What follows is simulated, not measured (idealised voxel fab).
The process module that follows is named voxel transistor to metal.
This is section cut - it's 210 nm across, gridded in 5 nm square cells.
Square cells in a grid make up a cross-section in this document, and the grid is given as bands, listed from the top down, each one or more rows of cells. Quick guide to a band line: top height, bottom height (nm) up front; then every material left to right with its width in nm. Only one material and it's marked "all across"? Then it fills the band edge to edge. And "air" just means empty space. Heights are reckoned from 0. Under this level, the received wafer is all of one material. The bottommost band is open-ended downward, for example "0 down". Top row gets the first number, bottom row gets the second, and each row in between changes by the same step: that is how a band width like "30 to 40" works. "identical to before", as given for a step, is the statement that not any cell of the cross-section underwent a change during that step. Closed-off voids of 8+ cells (no open route to the top) go in "Enclosed void inventory", written width x height at distance from the left edge, in nm. Anything after a step's settings on that line? It's the simulator's own note about the step. overlay nm, on a step with a mask: how far to the right of its planned place the mask lay; to the left if negative.
Steps in the process plan:
| 1 | RECEIVE: material Si |
| 2 | OXIDIZE: depth nm 5 |
| 3 | CONFORMAL_DEP: material SiN, thk nm 10 |
| 4 | PATTERN: tone cover, mask id ACTIVE, material resist, width nm 95, thk nm 15, overlay nm 0 |
| 5 | DIRECTIONAL_ETCH: etch materials SiN, depth nm 10 |
| 6 | DIRECTIONAL_ETCH: etch materials SiO2, depth nm 5 |
| 7 | DIRECTIONAL_ETCH: etch materials Si, depth nm 35 |
| 8 | STRIP: etch materials resist |
| 9 | OXIDIZE: depth nm 5 |
| 10 | FILL_DEP: material SiO2, thk nm 5 |
| 11 | CMP: height nm 10 |
| 12 | SELECTIVE_ETCH: etch materials SiO2, depth nm 10 |
| 13 | STRIP: etch materials SiN |
| 14 | SELECTIVE_ETCH: etch materials SiO2, depth nm 5 |
| 15 | OXIDIZE: depth nm 5 |
| 16 | DIRECTIONAL_DEP: material polySi, thk nm 25 |
| 17 | DIRECTIONAL_DEP: material SiCN, thk nm 10 |
| 18 | MASKED_ETCH: tone cover, mask id GATE, width nm 15, etch materials SiCN, depth nm 20, overlay nm 0 |
| 19 | MASKED_ETCH: tone cover, mask id GATE, width nm 15, etch materials polySi, depth nm 35, overlay nm 0 |
| 20 | CONFORMAL_DEP: material SiN, thk nm 10 |
| 21 | DIRECTIONAL_ETCH: etch materials SiN, depth nm 10 |
| 22 | DIRECTIONAL_ETCH: etch materials SiO2, depth nm 5 |
| 23 | DIRECTIONAL_ETCH: etch materials Si, depth nm 10 |
| 24 | EPI: material nSi, thk nm 15 |
| 25 | FILL_DEP: material SiO2, thk nm 5 |
| 26 | CMP: height nm 30 |
| 27 | DIRECTIONAL_DEP: material SiO2, thk nm 15 |
| 28 | MASKED_ETCH: tone open, mask id CONTACT, width nm 15, pitch nm 60, etch materials SiO2, depth nm 50, overlay nm 0 |
| 29 | CONFORMAL_DEP: material TiN, thk nm 5 |
| 30 | FILL_DEP: material W, thk nm 10 |
| 31 | CMP: height nm 45 |
| 32 | DIRECTIONAL_DEP: material TiN, thk nm 5 |
| 33 | DIRECTIONAL_DEP: material W, thk nm 25 |
| 34 | PATTERN: tone cover, mask id METAL_1, material resist, width nm 15, pitch nm 60, thk nm 15, overlay nm 0 |
| 35 | DIRECTIONAL_ETCH: etch materials W, depth nm 25 |
| 36 | DIRECTIONAL_ETCH: etch materials TiN, depth nm 5 |
| 37 | STRIP: etch materials resist |
| 38 | FILL_DEP: material lowk, thk nm 10 |
| 39 | CMP: height nm 75 |
| 40 | CONFORMAL_DEP: material SiN, thk nm 5 |
Here's what the wafer looked like in cross-section when it arrived - that's after step 1:
* 0 down: Si all across
* Enclosed void inventory: none
The plan above was carried out on the starting structure above with one mistake, and this cross-section shows the wafer at the end of the module:
* 80 to 75: SiN all across
* 75 to 50: 65 of lowk, 15 of W, 45 of lowk, 15 of W, 70 of lowk
* 50 to 45: lowk all across
* 45 to 30: 65 of SiO2, 5 of TiN, 5 of W, 5 of TiN, 45 of SiO2, 5 of TiN, 5 of W, 5 of TiN, 70 of SiO2
* 30 to 20: 65 of SiO2, 5 of TiN, 5 of W, 5 of TiN, 5 of SiO2, 10 of SiN, 15 of SiCN, 10 of SiN, 5 of SiO2, 5 of TiN, 5 of W, 5 of TiN, 70 of SiO2
* 20 to 10: 65 of SiO2, 5 of TiN, 5 of W, 5 of TiN, 5 of SiO2, 10 of SiN, 15 of polySi, 10 of SiN, 5 of SiO2, 5 of TiN, 5 of W, 5 of TiN, 70 of SiO2
* 10 to 5: 65 of SiO2, 15 of TiN, 5 of SiO2, 10 of SiN, 15 of polySi, 10 of SiN, 5 of SiO2, 15 of TiN, 70 of SiO2
* 5 to -5: 65 of SiO2, 5 of TiN, 15 of nSi, 10 of SiN, 15 of polySi, 10 of SiN, 15 of nSi, 5 of TiN, 70 of SiO2
* -5 to -10: 55 of SiO2, 30 of nSi, 35 of SiO2, 30 of nSi, 60 of SiO2
* -10 to -20: 60 of SiO2, 25 of nSi, 35 of Si, 25 of nSi, 65 of SiO2
* -20 to -45: 60 of SiO2, 85 of Si, 65 of SiO2
* -45 down: Si all across
* Enclosed void inventory: none
Finding, execution versus plan: step 32 did not use the planned setting and instead ran as DIRECTIONAL_DEP: material lowk, thk nm 5
